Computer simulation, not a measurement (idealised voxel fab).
Name of the process module below: voxel transistor to metal
Displayed cross-section: cut, width of 160 nm, square cells sized 5 nm.
Cross-section layout: square cells on a grid; listed as bands, top to bottom; a band spans one or more cell rows.
Heights first: top, then bottom, in nm. Then materials, left to right, each with a width in nm. "full width" on a single material: fills the band edge to edge. "empty": empty space.
A quick word on heights: they are counted from 0, and under that level the wafer as it came to us is one material throughout. The lowest band is different from the rest in having no bottom; it simply continues downward, written as in "top 0, no bottom".
A width such as "30..40" changes by the same amount from each row of cells to the next, from the band's top row to its bottom row.
Take "stayed the same" at face value: in the step it is given for, the cross-section changed in none of its cells.
"Entrapped voids" contains a list of empty spaces, each no smaller than 8 cells and without an open way to the top, written in the form width x height at distance with the distance from the left edge and all three in nm.
Text after the settings on a step's line: the simulator's own remark on that step.
For masked steps, "overlay nm" on the step line gives how far right of plan the mask actually lay; a minus sign means it lay to the left.

### Listed below are the process steps as planned
1: RECEIVE [material Si]
2: OXIDIZE [depth nm 5]
3: CONFORMAL_DEP [material SiN] [thk nm 10]
4: DIRECTIONAL_DEP [material aC] [thk nm 15]
5: PATTERN [tone cover] [mask id ACTIVE] [material resist] [width nm 115] [thk nm 35] [overlay nm 0]
6: DIRECTIONAL_ETCH [etch materials aC] [depth nm 15]
7: STRIP [etch materials resist]
8: DIRECTIONAL_ETCH [etch materials SiN] [depth nm 10]
9: DIRECTIONAL_ETCH [etch materials SiO2] [depth nm 5]
10: DIRECTIONAL_ETCH [etch materials Si] [depth nm 30]
11: STRIP [etch materials aC]
12: OXIDIZE [depth nm 5]
13: FILL_DEP [material SiO2] [thk nm 10]
14: CMP [height nm 10]
15: SELECTIVE_ETCH [etch materials SiO2] [depth nm 5]
16: STRIP [etch materials SiN]
17: SELECTIVE_ETCH [etch materials SiO2] [depth nm 5]
18: OXIDIZE [depth nm 5]
19: DIRECTIONAL_DEP [material polySi] [thk nm 20]
20: DIRECTIONAL_DEP [material SiCN] [thk nm 10]
21: DIRECTIONAL_DEP [material aC] [thk nm 15]
22: PATTERN [tone cover] [mask id GATE] [material resist] [width nm 15] [thk nm 30] [overlay nm 0]
23: DIRECTIONAL_ETCH [etch materials aC] [depth nm 15]
24: STRIP [etch materials resist]
25: DIRECTIONAL_ETCH [etch materials SiCN] [depth nm 20]
26: DIRECTIONAL_ETCH [etch materials polySi] [depth nm 30]
27: STRIP [etch materials aC]
28: CONFORMAL_DEP [material SiN] [thk nm 10]
29: DIRECTIONAL_ETCH [etch materials SiN] [depth nm 10]
30: DIRECTIONAL_ETCH [etch materials SiO2] [depth nm 5]
31: DIRECTIONAL_ETCH [etch materials Si] [depth nm 5]
32: EPI [material nSi] [thk nm 10]
33: FILL_DEP [material SiO2] [thk nm 5]
34: CMP [height nm 25]
35: DIRECTIONAL_DEP [material SiO2] [thk nm 15]
36: PATTERN [tone open] [mask id CONTACT] [material resist] [width nm 35] [pitch nm 60] [thk nm 20] [overlay nm 0]
37: DIRECTIONAL_ETCH [etch materials SiO2] [depth nm 45]
38: STRIP [etch materials resist]
39: CONFORMAL_DEP [material TiN] [thk nm 5]
40: FILL_DEP [material W] [thk nm 5]
41: CMP [height nm 40]
42: CONFORMAL_DEP [material SiCN] [thk nm 5]
43: DIRECTIONAL_DEP [material lowk] [thk nm 15]
44: MASKED_ETCH [tone open] [mask id METAL_1] [width nm 20] [pitch nm 75] [etch materials lowk] [depth nm 15] [overlay nm 0]
45: MASKED_ETCH [tone open] [mask id METAL_1] [width nm 20] [pitch nm 75] [etch materials SiCN] [depth nm 5] [overlay nm 0]
46: CONFORMAL_DEP [material TiN] [thk nm 5]
47: FILL_DEP [material Cu] [thk nm 5]
48: CMP [height nm 60]
49: EPI [material Ru] [thk nm 5]
50: FILL_DEP [material SiCN] [thk nm 5]

### Delivered wafer in cross-section: state after step 1
    top 0, no bottom: Si full width
    Entrapped voids: none

### One mistake in running the module, otherwise start and plan as above: cross-section at the end
    top 70, bottom 65: SiCN full width
    top 65, bottom 60: 15 SiCN, 30 Ru, 45 SiCN, 30 Ru, 40 SiCN
    top 60, bottom 50: 20 lowk, 5 TiN, 10 Cu, 5 TiN, 55 lowk, 5 TiN, 10 Cu, 5 TiN, 45 lowk
    top 50, bottom 45: 20 lowk, 20 TiN, 55 lowk, 20 TiN, 45 lowk
    top 45, bottom 40: 30 SiCN, 10 TiN, 65 SiCN, 10 TiN, 45 SiCN
    top 40, bottom 30: 30 SiO2, 5 TiN, 25 W, 5 TiN, 25 SiO2, 5 TiN, 25 W, 5 TiN, 35 SiO2
    top 30, bottom 25: 30 SiO2, 5 TiN, 20 W, 10 TiN, 25 SiO2, 10 TiN, 20 W, 5 TiN, 35 SiO2
    top 25, bottom 15: 30 SiO2, 5 TiN, 20 W, 5 TiN, 10 SiN, 15 SiCN, 10 SiN, 5 TiN, 20 W, 5 TiN, 35 SiO2
    top 15, bottom 5: 30 SiO2, 5 TiN, 20 W, 5 TiN, 10 SiN, 15 polySi, 10 SiN, 5 TiN, 20 W, 5 TiN, 35 SiO2
    top 5, bottom 0: 30 SiO2, 5 TiN, 10 W, 15 TiN, 10 SiN, 15 polySi, 10 SiN, 15 TiN, 10 W, 5 TiN, 35 SiO2
    top 0, bottom -5: 15 SiO2, 10 SiN, 5 SiO2, 20 TiN, 10 nSi, 10 SiN, 15 polySi, 10 SiN, 10 nSi, 20 TiN, 5 SiO2, 10 SiN, 20 SiO2
    top -5, bottom -10: 25 SiO2, 35 nSi, 35 SiO2, 35 nSi, 30 SiO2
    top -10, bottom -15: 25 SiO2, 35 nSi, 35 Si, 35 nSi, 30 SiO2
    top -15, bottom -40: 25 SiO2, 105 Si, 30 SiO2
    top -40, no bottom: Si full width
    Entrapped voids: none
Against the plan, the run slipped here: it should be noted that step 44 was executed with settings other than those planned, the operation and settings actually applied being MASKED_ETCH [tone open] [mask id METAL_1] [width nm 20] [pitch nm 75] [etch materials lowk] [depth nm 15] [overlay nm -10]
